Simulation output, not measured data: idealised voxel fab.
process module | voxel self aligned vias
The cross-section on display is named cut; it measures 225 nm wide, and its cells are 5 nm squares.
Cross-sections here: square-cell grids, written as top-down lists of bands, a band being one or more rows of cells.
It is stipulated that each band's entry specify, in nanometres, the height of the top of the band and then that of its bottom, followed by the materials of the band in left-to-right sequence, each together with its width in nanometres. A single material marked by the word "all across" is understood to fill the band from edge to edge; the word "blank" is understood to denote empty space.
Zero point of the height axis is 0; under it, received wafer = one material. Lowest band: continues down indefinitely, "0 nm and below".
Top row gets the first number, bottom row gets the second, and each row in between changes by the same step: that is how a band width like "30->40" works.
Step note "everything unchanged" = no cross-section cell changed.
Closed-off voids of 8+ cells (no open route to the top) go in "Sealed-off cavities", written width x height at distance from the left edge, in nm.
Note: text after step settings on the step line = simulator remark on that step.
The line of a step may include "overlay nm". On a step with a mask, this value is how far to the right of its planned place the mask lay. A negative value means the mask lay to the left.

PROCESS STEPS (PLANNED)
1: RECEIVE,material Si
2: CONFORMAL_DEP,material SiO2,thk nm 10
3: CONFORMAL_DEP,material SiCN,thk nm 5
4: DIRECTIONAL_DEP,material SiO2,thk nm 20
5: MASKED_ETCH,tone open,mask id LINES,width nm 30,pitch nm 70,etch materials SiO2,depth nm 20,overlay nm 0
6: CONFORMAL_DEP,material TiN,thk nm 5
7: FILL_DEP,material W,thk nm 5
8: CMP,height nm 35
9: SELECTIVE_ETCH,etch materials W Ru TiN,depth nm 10
10: FILL_DEP,material SiN,thk nm 5
11: CMP,height nm 35
12: DIRECTIONAL_DEP,material SiO2,thk nm 20
13: DIRECTIONAL_DEP,material aC,thk nm 10
14: PATTERN,tone open,mask id VIAS,material resist,width nm 40,pitch nm 140,thk nm 25,overlay nm 0
15: DIRECTIONAL_ETCH,etch materials aC,depth nm 10
16: STRIP,etch materials resist
17: DIRECTIONAL_ETCH,etch materials SiO2,depth nm 20
18: DIRECTIONAL_ETCH,etch materials SiN,depth nm 10
19: STRIP,etch materials aC
20: CONFORMAL_DEP,material TiN,thk nm 5
21: FILL_DEP,material Ru,thk nm 5
22: CMP,height nm 55
23: CONFORMAL_DEP,material SiCN,thk nm 5

FIRST OF TWO WAFERS, WITH THE RUN CARRIED OUT AS PLANNED

CROSS-SECTION OF THE WAFER AS IT CAME TO US, I.E., ALREADY THROUGH STEP 1
- 0 nm and below  Si all across
- Sealed-off cavities: none

HOW THE WAFER STANDS IN SECTION AFTER STEP 2
- 10 nm to 0 nm  SiO2 all across
- Unchanged below 0.

HOW THE WAFER STANDS IN SECTION AFTER STEP 3
- 15 nm to 10 nm  SiCN all across
- Unchanged below 10.

HOW THE WAFER STANDS IN SECTION AFTER STEP 4
- 35 nm to 15 nm  SiO2 all across
- Unchanged below 15.

HOW THE WAFER STANDS IN SECTION AFTER STEP 5
- 35 nm to 15 nm  SiO2: 25 / blank: 30 / SiO2: 40 / blank: 30 / SiO2: 40 / blank: 30 / SiO2: 30
- Unchanged below 15.

HOW THE WAFER STANDS IN SECTION AFTER STEP 6
- 40 nm to 35 nm  TiN: 30 / blank: 20 / TiN: 50 / blank: 20 / TiN: 50 / blank: 20 / TiN: 35
- 35 nm to 20 nm  SiO2: 25 / TiN: 5 / blank: 20 / TiN: 5 / SiO2: 40 / TiN: 5 / blank: 20 / TiN: 5 / SiO2: 40 / TiN: 5 / blank: 20 / TiN: 5 / SiO2: 30
- 20 nm to 15 nm  SiO2: 25 / TiN: 30 / SiO2: 40 / TiN: 30 / SiO2: 40 / TiN: 30 / SiO2: 30
- Unchanged below 15.

HOW THE WAFER STANDS IN SECTION AFTER STEP 7
- 45 nm to 40 nm  W all across
- 40 nm to 35 nm  TiN: 30 / W: 20 / TiN: 50 / W: 20 / TiN: 50 / W: 20 / TiN: 35
- 35 nm to 20 nm  SiO2: 25 / TiN: 5 / W: 20 / TiN: 5 / SiO2: 40 / TiN: 5 / W: 20 / TiN: 5 / SiO2: 40 / TiN: 5 / W: 20 / TiN: 5 / SiO2: 30
- Unchanged below 20.

HOW THE WAFER STANDS IN SECTION AFTER STEP 8
- 35 nm to 20 nm  SiO2: 25 / TiN: 5 / W: 20 / TiN: 5 / SiO2: 40 / TiN: 5 / W: 20 / TiN: 5 / SiO2: 40 / TiN: 5 / W: 20 / TiN: 5 / SiO2: 30
- Unchanged below 20.

HOW THE WAFER STANDS IN SECTION AFTER STEP 9
- 35 nm to 25 nm  SiO2: 25 / blank: 30 / SiO2: 40 / blank: 30 / SiO2: 40 / blank: 30 / SiO2: 30
- Unchanged below 25.

HOW THE WAFER STANDS IN SECTION AFTER STEP 10
- 40 nm to 35 nm  SiN all across
- 35 nm to 25 nm  SiO2: 25 / SiN: 30 / SiO2: 40 / SiN: 30 / SiO2: 40 / SiN: 30 / SiO2: 30
- Unchanged below 25.

HOW THE WAFER STANDS IN SECTION AFTER STEP 11
- 35 nm to 25 nm  SiO2: 25 / SiN: 30 / SiO2: 40 / SiN: 30 / SiO2: 40 / SiN: 30 / SiO2: 30
- Unchanged below 25.

HOW THE WAFER STANDS IN SECTION AFTER STEP 12
- 55 nm to 35 nm  SiO2 all across
- Unchanged below 35.

HOW THE WAFER STANDS IN SECTION AFTER STEP 13
- 65 nm to 55 nm  aC all across
- Unchanged below 55.

HOW THE WAFER STANDS IN SECTION AFTER STEP 14
- 90 nm to 65 nm  resist: 20 / blank: 40 / resist: 100 / blank: 40 / resist: 25
- Unchanged below 65.

HOW THE WAFER STANDS IN SECTION AFTER STEP 15
- 80 nm to 65 nm  resist: 20 / blank: 40 / resist: 100 / blank: 40 / resist: 25
- 65 nm to 55 nm  aC: 20 / blank: 40 / aC: 100 / blank: 40 / aC: 25
- Unchanged below 55.

HOW THE WAFER STANDS IN SECTION AFTER STEP 16
- 65 nm to 55 nm  aC: 20 / blank: 40 / aC: 100 / blank: 40 / aC: 25
- Unchanged below 55.

HOW THE WAFER STANDS IN SECTION AFTER STEP 17
- 65 nm to 55 nm  aC: 20 / blank: 40 / aC: 100 / blank: 40 / aC: 25
- 55 nm to 35 nm  SiO2: 20 / blank: 40 / SiO2: 100 / blank: 40 / SiO2: 25
- Unchanged below 35.

HOW THE WAFER STANDS IN SECTION AFTER STEP 18
- 65 nm to 55 nm  aC: 20 / blank: 40 / aC: 100 / blank: 40 / aC: 25
- 55 nm to 35 nm  SiO2: 20 / blank: 40 / SiO2: 100 / blank: 40 / SiO2: 25
- 35 nm to 25 nm  SiO2: 25 / blank: 30 / SiO2: 40 / SiN: 30 / SiO2: 40 / blank: 30 / SiO2: 30
- Unchanged below 25.

HOW THE WAFER STANDS IN SECTION AFTER STEP 19
- 55 nm to 35 nm  SiO2: 20 / blank: 40 / SiO2: 100 / blank: 40 / SiO2: 25
- Unchanged below 35.

HOW THE WAFER STANDS IN SECTION AFTER STEP 20
- 60 nm to 55 nm  TiN: 25 / blank: 30 / TiN: 110 / blank: 30 / TiN: 30
- 55 nm to 40 nm  SiO2: 20 / TiN: 5 / blank: 30 / TiN: 5 / SiO2: 100 / TiN: 5 / blank: 30 / TiN: 5 / SiO2: 25
- 40 nm to 35 nm  SiO2: 20 / TiN: 10 / blank: 20 / TiN: 10 / SiO2: 100 / TiN: 10 / blank: 20 / TiN: 10 / SiO2: 25
- 35 nm to 30 nm  SiO2: 25 / TiN: 5 / blank: 20 / TiN: 5 / SiO2: 40 / SiN: 30 / SiO2: 40 / TiN: 5 / blank: 20 / TiN: 5 / SiO2: 30
- 30 nm to 25 nm  SiO2: 25 / TiN: 30 / SiO2: 40 / SiN: 30 / SiO2: 40 / TiN: 30 / SiO2: 30
- Unchanged below 25.

HOW THE WAFER STANDS IN SECTION AFTER STEP 21
- 65 nm to 60 nm  Ru all across
- 60 nm to 55 nm  TiN: 25 / Ru: 30 / TiN: 110 / Ru: 30 / TiN: 30
- 55 nm to 40 nm  SiO2: 20 / TiN: 5 / Ru: 30 / TiN: 5 / SiO2: 100 / TiN: 5 / Ru: 30 / TiN: 5 / SiO2: 25
- 40 nm to 35 nm  SiO2: 20 / TiN: 10 / Ru: 20 / TiN: 10 / SiO2: 100 / TiN: 10 / Ru: 20 / TiN: 10 / SiO2: 25
- 35 nm to 30 nm  SiO2: 25 / TiN: 5 / Ru: 20 / TiN: 5 / SiO2: 40 / SiN: 30 / SiO2: 40 / TiN: 5 / Ru: 20 / TiN: 5 / SiO2: 30
- Unchanged below 30.

HOW THE WAFER STANDS IN SECTION AFTER STEP 22
- 55 nm to 40 nm  SiO2: 20 / TiN: 5 / Ru: 30 / TiN: 5 / SiO2: 100 / TiN: 5 / Ru: 30 / TiN: 5 / SiO2: 25
- Unchanged below 40.

HOW THE WAFER STANDS IN SECTION AFTER STEP 23
- 60 nm to 55 nm  SiCN all across
- Unchanged below 55.

THE SECOND WAFER BEGAN EXACTLY AS THE FIRST DID AND FOLLOWED THE SAME PLAN, BUT ONE MISTAKE WAS MADE WHILE RUNNING IT; THROUGH STEP 13 INCLUSIVE, THE TWO WAFERS ARE IDENTICAL

SECOND WAFER AT THE PLANNED FINISH OF STEP 14, SEEN IN CROSS-SECTION
- 90 nm to 65 nm  resist: 20 / blank: 45 / resist: 95 / blank: 45 / resist: 20
- Unchanged below 65.

SECOND WAFER AT THE PLANNED FINISH OF STEP 15, SEEN IN CROSS-SECTION
- 80 nm to 65 nm  resist: 20 / blank: 45 / resist: 95 / blank: 45 / resist: 20
- 65 nm to 55 nm  aC: 20 / blank: 45 / aC: 95 / blank: 45 / aC: 20
- Unchanged below 55.

SECOND WAFER AT THE PLANNED FINISH OF STEP 16, SEEN IN CROSS-SECTION
- 65 nm to 55 nm  aC: 20 / blank: 45 / aC: 95 / blank: 45 / aC: 20
- Unchanged below 55.

SECOND WAFER AT THE PLANNED FINISH OF STEP 17, SEEN IN CROSS-SECTION
- 65 nm to 55 nm  aC: 20 / blank: 45 / aC: 95 / blank: 45 / aC: 20
- 55 nm to 35 nm  SiO2: 20 / blank: 45 / SiO2: 95 / blank: 45 / SiO2: 20
- Unchanged below 35.

SECOND WAFER AT THE PLANNED FINISH OF STEP 18, SEEN IN CROSS-SECTION
- 65 nm to 55 nm  aC: 20 / blank: 45 / aC: 95 / blank: 45 / aC: 20
- 55 nm to 35 nm  SiO2: 20 / blank: 45 / SiO2: 95 / blank: 45 / SiO2: 20
- 35 nm to 25 nm  SiO2: 25 / blank: 30 / SiO2: 40 / SiN: 30 / SiO2: 40 / blank: 30 / SiO2: 30
- Unchanged below 25.

SECOND WAFER AT THE PLANNED FINISH OF STEP 19, SEEN IN CROSS-SECTION
- 55 nm to 35 nm  SiO2: 20 / blank: 45 / SiO2: 95 / blank: 45 / SiO2: 20
- Unchanged below 35.

SECOND WAFER AT THE PLANNED FINISH OF STEP 20, SEEN IN CROSS-SECTION
- 60 nm to 55 nm  TiN: 25 / blank: 35 / TiN: 105 / blank: 35 / TiN: 25
- 55 nm to 40 nm  SiO2: 20 / TiN: 5 / blank: 35 / TiN: 5 / SiO2: 95 / TiN: 5 / blank: 35 / TiN: 5 / SiO2: 20
- 40 nm to 35 nm  SiO2: 20 / TiN: 10 / blank: 20 / TiN: 15 / SiO2: 95 / TiN: 10 / blank: 20 / TiN: 15 / SiO2: 20
- 35 nm to 30 nm  SiO2: 25 / TiN: 5 / blank: 20 / TiN: 5 / SiO2: 40 / SiN: 30 / SiO2: 40 / TiN: 5 / blank: 20 / TiN: 5 / SiO2: 30
- 30 nm to 25 nm  SiO2: 25 / TiN: 30 / SiO2: 40 / SiN: 30 / SiO2: 40 / TiN: 30 / SiO2: 30
- Unchanged below 25.

SECOND WAFER AT THE PLANNED FINISH OF STEP 21, SEEN IN CROSS-SECTION
- 65 nm to 60 nm  Ru all across
- 60 nm to 55 nm  TiN: 25 / Ru: 35 / TiN: 105 / Ru: 35 / TiN: 25
- 55 nm to 40 nm  SiO2: 20 / TiN: 5 / Ru: 35 / TiN: 5 / SiO2: 95 / TiN: 5 / Ru: 35 / TiN: 5 / SiO2: 20
- 40 nm to 35 nm  SiO2: 20 / TiN: 10 / Ru: 20 / TiN: 15 / SiO2: 95 / TiN: 10 / Ru: 20 / TiN: 15 / SiO2: 20
- 35 nm to 30 nm  SiO2: 25 / TiN: 5 / Ru: 20 / TiN: 5 / SiO2: 40 / SiN: 30 / SiO2: 40 / TiN: 5 / Ru: 20 / TiN: 5 / SiO2: 30
- Unchanged below 30.

SECOND WAFER AT THE PLANNED FINISH OF STEP 22, SEEN IN CROSS-SECTION
- 55 nm to 40 nm  SiO2: 20 / TiN: 5 / Ru: 35 / TiN: 5 / SiO2: 95 / TiN: 5 / Ru: 35 / TiN: 5 / SiO2: 20
- Unchanged below 40.

SECOND WAFER AT THE PLANNED FINISH OF STEP 23, SEEN IN CROSS-SECTION
- 60 nm to 55 nm  SiCN all across
- Unchanged below 55.
Processing error: rather than as planned, step 14 actually ran as PATTERN,tone open,mask id VIAS,material resist,width nm 45,pitch nm 140,thk nm 25,overlay nm 0
FYI, end of process, the second wafer has more or fewer cells of some materials than the first: +6 Ru; -8 SiO2; +2 TiN
